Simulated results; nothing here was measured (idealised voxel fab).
process module | voxel released beams
cross-section cut | 180 nm wide | cells 5 nm
A cross-section is a grid of square cells, given in bands from the top down. A band is one or more rows of cells.
Each band's line starts with the height of the band's top and of its bottom, in nm. Then come its materials from left to right, each with its width in nm. One material with "throughout" fills the band from edge to edge. "air" is empty space.
Height 0 is the level under which the wafer as received is all one material. The lowest band goes on downwards, as in "0 down".
A width such as "30 to 40" changes by the same amount from each row of cells to the next, from the band's top row to its bottom row.
"no change" after a step means that no cell of the cross-section changed.
closed voids: empty space of 8 cells or more with no open way to the top, each as width x height at its distance from the left edge, in nm
after a step's settings: what the simulator itself notes on the step
overlay nm, on a step with a mask: how far to the right of its planned place the mask lay; to the left if negative
plan
1 op RECEIVE | material Si
2 op CONFORMAL_DEP | material Al2O3 | thk nm 10
3 op DIRECTIONAL_DEP | material SiO2 | thk nm 10
4 op PATTERN | tone open | mask id ANCHOR | material resist | width nm 30 | thk nm 15 | overlay nm 0
5 op DIRECTIONAL_ETCH | etch materials SiO2 | depth nm 10
6 op STRIP | etch materials resist
7 op CONFORMAL_DEP | material SiN | thk nm 10
8 op PATTERN | tone cover | mask id BEAM | material resist | width nm 100 | thk nm 20 | overlay nm 0
9 op DIRECTIONAL_ETCH | etch materials SiN | depth nm 10
10 op STRIP | etch materials resist
11 op STRIP | etch materials SiO2
first wafer, as planned
as received, after step 1
  0 down: Si throughout
  closed voids: none
after step 2
  10 to 0: Al2O3 throughout
  below 0: unchanged
after step 3
  20 to 10: SiO2 throughout
  below 10: unchanged
after step 4
  35 to 20: resist 40 | air 30 | resist 110
  below 20: unchanged
after step 5
  35 to 20: resist 40 | air 30 | resist 110
  20 to 10: SiO2 40 | air 30 | SiO2 110
  below 10: unchanged
after step 6
  20 to 10: SiO2 40 | air 30 | SiO2 110
  below 10: unchanged
after step 7
  30 to 20: SiN 50 | air 10 | SiN 120
  20 to 10: SiO2 40 | SiN 30 | SiO2 110
  below 10: unchanged
after step 8
  50 to 30: air 35 | resist 100 | air 45
  30 to 20: SiN 50 | resist 10 | SiN 120
  below 20: unchanged
after step 9
  50 to 30: air 35 | resist 100 | air 45
  30 to 20: air 35 | SiN 15 | resist 10 | SiN 75 | air 45
  below 20: unchanged
after step 10
  30 to 20: air 35 | SiN 15 | air 10 | SiN 75 | air 45
  below 20: unchanged
after step 11
  30 to 20: air 35 | SiN 15 | air 10 | SiN 75 | air 45
  20 to 10: air 40 | SiN 30 | air 110
  below 10: unchanged
second wafer: like start, like plan, one mistake. Through step 3 it matches the first wafer
when step 4 should have ended
  35 to 20: air 40 | resist 30 | air 110
  below 20: unchanged
when step 5 should have ended
  35 to 20: air 40 | resist 30 | air 110
  20 to 10: air 40 | SiO2 30 | air 110
  below 10: unchanged
when step 6 should have ended
  20 to 10: air 40 | SiO2 30 | air 110
  below 10: unchanged
when step 7 should have ended
  30 to 20: air 30 | SiN 50 | air 100
  20 to 10: SiN 40 | SiO2 30 | SiN 110
  below 10: unchanged
when step 8 should have ended
  50 to 30: air 35 | resist 100 | air 45
  30 to 20: air 30 | SiN 50 | resist 55 | air 45
  below 20: unchanged
when step 9 should have ended
  50 to 30: air 35 | resist 100 | air 45
  30 to 20: air 35 | SiN 45 | resist 55 | air 45
  20 to 10: air 30 | SiN 10 | SiO2 30 | SiN 65 | air 45
  below 10: unchanged
when step 10 should have ended
  30 to 20: air 35 | SiN 45 | air 100
  below 20: unchanged
when step 11 should have ended: no change
what went wrong: step 4 ran as: op PATTERN | tone cover | mask id ANCHOR | material resist | width nm 30 | thk nm 15 | overlay nm 0
at the end the second wafer has, in cells: 12 more of SiO2
